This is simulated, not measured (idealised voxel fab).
voxel transistor to metal: a process module
Cross-section cut: width 140 nm, square cells of 5 nm.
Bands, listed from the top down, are how a cross-section gets written in this document; the cross-section itself is a grid of square cells, and a band is one or more rows of them. Per band: top height and bottom height in nm, followed by the left-to-right materials and their widths in nm; "everywhere" marks a single material spanning edge to edge, "blank" marks empty space. Height datum 0, below which the as-received substrate wafer is one material. Lowest band open at the bottom, running downward: "0 down". With a width like "30..40", each row of cells in the band differs from the next by the same amount, the top row carrying the first number and the bottom row the second. "nothing altered", as given for a step, is the statement that not any cell of the cross-section underwent a change during that step. "Unvented voids" specifies each empty space that is not open to the top and that occupies no fewer than 8 cells, using the form width x height at distance, the distance measured from the left edge and all three quantities in nm. Heads up: the bit after the settings on a step's line is the simulator's remark on that step. Steps that use a mask can have "overlay nm" on their line. It says how far the mask sat to the right of where it was meant to be. Negative means to the left.
Below is the list of planned process steps:
| 1 | RECEIVE,material Si |
| 2 | OXIDIZE,depth nm 5 |
| 3 | CONFORMAL_DEP,material SiN,thk nm 15 |
| 4 | DIRECTIONAL_DEP,material aC,thk nm 15 |
| 5 | PATTERN,tone cover,mask id ACTIVE,material resist,width nm 105,thk nm 30,overlay nm 0 |
| 6 | DIRECTIONAL_ETCH,etch materials aC,depth nm 15 |
| 7 | STRIP,etch materials resist |
| 8 | DIRECTIONAL_ETCH,etch materials SiN,depth nm 15 |
| 9 | DIRECTIONAL_ETCH,etch materials SiO2,depth nm 5 |
| 10 | DIRECTIONAL_ETCH,etch materials Si,depth nm 20 |
| 11 | STRIP,etch materials aC |
| 12 | OXIDIZE,depth nm 5 |
| 13 | FILL_DEP,material SiO2,thk nm 5 |
| 14 | CMP,height nm 15 |
| 15 | SELECTIVE_ETCH,etch materials SiO2,depth nm 10 |
| 16 | STRIP,etch materials SiN |
| 17 | SELECTIVE_ETCH,etch materials SiO2,depth nm 5 |
| 18 | OXIDIZE,depth nm 5 |
| 19 | DIRECTIONAL_DEP,material polySi,thk nm 30 |
| 20 | DIRECTIONAL_DEP,material SiCN,thk nm 15 |
| 21 | PATTERN,tone cover,mask id GATE,material resist,width nm 25,thk nm 20,overlay nm 0 |
| 22 | DIRECTIONAL_ETCH,etch materials SiCN,depth nm 25 |
| 23 | DIRECTIONAL_ETCH,etch materials polySi,depth nm 40 |
| 24 | STRIP,etch materials resist |
| 25 | CONFORMAL_DEP,material SiN,thk nm 5 |
| 26 | DIRECTIONAL_ETCH,etch materials SiN,depth nm 5 |
| 27 | DIRECTIONAL_ETCH,etch materials SiO2,depth nm 5 |
| 28 | DIRECTIONAL_ETCH,etch materials Si,depth nm 15 |
| 29 | EPI,material nSi,thk nm 15 |
| 30 | FILL_DEP,material SiO2,thk nm 5 |
| 31 | CMP,height nm 40 |
| 32 | DIRECTIONAL_DEP,material SiO2,thk nm 10 |
| 33 | MASKED_ETCH,tone open,mask id CONTACT,width nm 20,pitch nm 75,etch materials SiO2,depth nm 60,overlay nm 0 |
| 34 | CONFORMAL_DEP,material TiN,thk nm 5 |
| 35 | FILL_DEP,material Ru,thk nm 5 |
| 36 | CMP,height nm 50 |
| 37 | DIRECTIONAL_DEP,material TiN,thk nm 5 |
| 38 | DIRECTIONAL_DEP,material Ru,thk nm 20 |
| 39 | DIRECTIONAL_DEP,material aC,thk nm 15 |
| 40 | PATTERN,tone cover,mask id METAL_1,material resist,width nm 20,pitch nm 75,thk nm 35,overlay nm 0 |
| 41 | DIRECTIONAL_ETCH,etch materials aC,depth nm 15 |
| 42 | STRIP,etch materials resist |
| 43 | DIRECTIONAL_ETCH,etch materials Ru,depth nm 20 |
| 44 | DIRECTIONAL_ETCH,etch materials TiN,depth nm 5 |
| 45 | STRIP,etch materials aC |
| 46 | CONFORMAL_DEP,material SiCN,thk nm 5 |
| 47 | FILL_DEP,material lowk,thk nm 10 |
| 48 | CMP,height nm 75 |
| 49 | CONFORMAL_DEP,material SiN,thk nm 5 |
As received (post step 1): cross-section:
> 0 down = Si everywhere
> Unvented voids: none
The plan above was carried out on the starting structure above with one mistake, and this cross-section shows the wafer at the end of the module:
> 70 to 65 = SiN everywhere
> 65 to 55 = lowk 15 | SiCN 5 | Ru 20 | SiCN 5 | lowk 45 | SiCN 5 | Ru 20 | SiCN 5 | lowk 20
> 55 to 50 = SiCN 20 | TiN 20 | SiCN 55 | TiN 20 | SiCN 25
> 50 to 40 = SiO2 20 | TiN 5 | Ru 10 | TiN 5 | SiO2 55 | TiN 5 | Ru 10 | TiN 5 | SiO2 25
> 40 to 25 = SiO2 20 | TiN 5 | Ru 10 | TiN 5 | SiO2 10 | SiN 5 | SiCN 25 | SiN 5 | SiO2 10 | TiN 5 | Ru 10 | TiN 5 | SiO2 25
> 25 to 10 = SiO2 20 | TiN 5 | Ru 10 | TiN 5 | SiO2 10 | SiN 5 | polySi 25 | SiN 5 | SiO2 10 | TiN 5 | Ru 10 | TiN 5 | SiO2 25
> 10 to 5 = SiO2 20 | TiN 5 | Ru 5 | TiN 10 | SiO2 10 | SiN 5 | polySi 25 | SiN 5 | SiO2 10 | TiN 10 | Ru 5 | TiN 5 | SiO2 25
> 5 to 0 = SiO2 20 | TiN 5 | Ru 5 | TiN 5 | nSi 15 | SiN 5 | polySi 25 | SiN 5 | nSi 15 | TiN 5 | Ru 5 | TiN 5 | SiO2 25
> 0 to -5 = SiO2 10 | SiN 5 | SiO2 5 | TiN 5 | Ru 5 | TiN 5 | nSi 15 | SiN 5 | polySi 25 | SiN 5 | nSi 15 | TiN 5 | Ru 5 | TiN 5 | SiO2 5 | SiN 5 | SiO2 15
> -5 to -10 = SiO2 20 | TiN 15 | nSi 15 | SiO2 35 | nSi 15 | TiN 15 | SiO2 25
> -10 to -25 = SiO2 20 | nSi 30 | Si 35 | nSi 30 | SiO2 25
> -25 to -30 = SiO2 20 | Si 95 | SiO2 25
> -30 down = Si everywhere
> Unvented voids: none
Nonconformance to the process plan: planned and actual differ for step 48; actual: CMP,height nm 65
